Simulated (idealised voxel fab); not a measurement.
process module | voxel trench capacitor
cross-section cut | 290 nm wide | cells 5 nm
A cross-section is a grid of square cells, given in bands from the top down. A band is one or more rows of cells.
Each band's line starts with the height of the band's top and of its bottom, in nm. Then come its materials from left to right, each with its width in nm. One material with "throughout" fills the band from edge to edge. "air" is empty space.
Height 0 is the level under which the wafer as received is all one material. The lowest band goes on downwards, as in "0 down".
A width such as "30 to 40" changes by the same amount from each row of cells to the next, from the band's top row to its bottom row.
"no change" after a step means that no cell of the cross-section changed.
closed voids: empty space of 8 cells or more with no open way to the top, each as width x height at its distance from the left edge, in nm
after a step's settings: what the simulator itself notes on the step
overlay nm, on a step with a mask: how far to the right of its planned place the mask lay; to the left if negative
plan
1 op RECEIVE | material Si
2 op CONFORMAL_DEP | material SiN | thk nm 5
3 op DIRECTIONAL_DEP | material aC | thk nm 10
4 op PATTERN | tone open | mask id TRENCH | material resist | width nm 25 | pitch nm 50 | thk nm 25 | overlay nm 0
5 op DIRECTIONAL_ETCH | etch materials aC | depth nm 10
6 op STRIP | etch materials resist
7 op DIRECTIONAL_ETCH | etch materials SiN | depth nm 5
8 op DIRECTIONAL_ETCH | etch materials Si | depth nm 30
9 op STRIP | etch materials aC
10 op CONFORMAL_DEP | material SiO2 | thk nm 5
11 op FILL_DEP | material polySi | thk nm 10
12 op CMP | height nm 5
first wafer, as planned
as received, after step 1
  0 down: Si throughout
  closed voids: none
after step 2
  5 to 0: SiN throughout
  below 0: unchanged
after step 3
  15 to 5: aC throughout
  below 5: unchanged
after step 4
  40 to 15: resist 55 | air 25 | resist 25 | air 25 | resist 25 | air 25 | resist 25 | air 25 | resist 60
  below 15: unchanged
after step 5
  30 to 15: resist 55 | air 25 | resist 25 | air 25 | resist 25 | air 25 | resist 25 | air 25 | resist 60
  15 to 5: aC 55 | air 25 | aC 25 | air 25 | aC 25 | air 25 | aC 25 | air 25 | aC 60
  below 5: unchanged
after step 6
  15 to 5: aC 55 | air 25 | aC 25 | air 25 | aC 25 | air 25 | aC 25 | air 25 | aC 60
  below 5: unchanged
after step 7
  15 to 5: aC 55 | air 25 | aC 25 | air 25 | aC 25 | air 25 | aC 25 | air 25 | aC 60
  5 to 0: SiN 55 | air 25 | SiN 25 | air 25 | SiN 25 | air 25 | SiN 25 | air 25 | SiN 60
  below 0: unchanged
after step 8
  15 to 5: aC 55 | air 25 | aC 25 | air 25 | aC 25 | air 25 | aC 25 | air 25 | aC 60
  5 to 0: SiN 55 | air 25 | SiN 25 | air 25 | SiN 25 | air 25 | SiN 25 | air 25 | SiN 60
  0 to -30: Si 55 | air 25 | Si 25 | air 25 | Si 25 | air 25 | Si 25 | air 25 | Si 60
  below -30: unchanged
after step 9
  5 to 0: SiN 55 | air 25 | SiN 25 | air 25 | SiN 25 | air 25 | SiN 25 | air 25 | SiN 60
  below 0: unchanged
after step 10
  10 to 5: SiO2 60 | air 15 | SiO2 35 | air 15 | SiO2 35 | air 15 | SiO2 35 | air 15 | SiO2 65
  5 to 0: SiN 55 | SiO2 5 | air 15 | SiO2 5 | SiN 25 | SiO2 5 | air 15 | SiO2 5 | SiN 25 | SiO2 5 | air 15 | SiO2 5 | SiN 25 | SiO2 5 | air 15 | SiO2 5 | SiN 60
  0 to -25: Si 55 | SiO2 5 | air 15 | SiO2 5 | Si 25 | SiO2 5 | air 15 | SiO2 5 | Si 25 | SiO2 5 | air 15 | SiO2 5 | Si 25 | SiO2 5 | air 15 | SiO2 5 | Si 60
  -25 to -30: Si 55 | SiO2 25 | Si 25 | SiO2 25 | Si 25 | SiO2 25 | Si 25 | SiO2 25 | Si 60
  below -30: unchanged
after step 11
  20 to 10: polySi throughout
  10 to 5: SiO2 60 | polySi 15 | SiO2 35 | polySi 15 | SiO2 35 | polySi 15 | SiO2 35 | polySi 15 | SiO2 65
  5 to 0: SiN 55 | SiO2 5 | polySi 15 | SiO2 5 | SiN 25 | SiO2 5 | polySi 15 | SiO2 5 | SiN 25 | SiO2 5 | polySi 15 | SiO2 5 | SiN 25 | SiO2 5 | polySi 15 | SiO2 5 | SiN 60
  0 to -25: Si 55 | SiO2 5 | polySi 15 | SiO2 5 | Si 25 | SiO2 5 | polySi 15 | SiO2 5 | Si 25 | SiO2 5 | polySi 15 | SiO2 5 | Si 25 | SiO2 5 | polySi 15 | SiO2 5 | Si 60
  below -25: unchanged
after step 12
  5 to 0: SiN 55 | SiO2 5 | polySi 15 | SiO2 5 | SiN 25 | SiO2 5 | polySi 15 | SiO2 5 | SiN 25 | SiO2 5 | polySi 15 | SiO2 5 | SiN 25 | SiO2 5 | polySi 15 | SiO2 5 | SiN 60
  below 0: unchanged
second wafer: like start, like plan, one mistake. Through step 10 it matches the first wafer
when step 11 should have ended
  20 to 10: aC throughout
  10 to 5: SiO2 60 | aC 15 | SiO2 35 | aC 15 | SiO2 35 | aC 15 | SiO2 35 | aC 15 | SiO2 65
  5 to 0: SiN 55 | SiO2 5 | aC 15 | SiO2 5 | SiN 25 | SiO2 5 | aC 15 | SiO2 5 | SiN 25 | SiO2 5 | aC 15 | SiO2 5 | SiN 25 | SiO2 5 | aC 15 | SiO2 5 | SiN 60
  0 to -25: Si 55 | SiO2 5 | aC 15 | SiO2 5 | Si 25 | SiO2 5 | aC 15 | SiO2 5 | Si 25 | SiO2 5 | aC 15 | SiO2 5 | Si 25 | SiO2 5 | aC 15 | SiO2 5 | Si 60
  below -25: unchanged
when step 12 should have ended
  5 to 0: SiN 55 | SiO2 5 | aC 15 | SiO2 5 | SiN 25 | SiO2 5 | aC 15 | SiO2 5 | SiN 25 | SiO2 5 | aC 15 | SiO2 5 | SiN 25 | SiO2 5 | aC 15 | SiO2 5 | SiN 60
  below 0: unchanged
what went wrong: step 11 ran as: op FILL_DEP | material aC | thk nm 10
at the end the second wafer has, in cells: 72 more of aC | 72 fewer of polySi
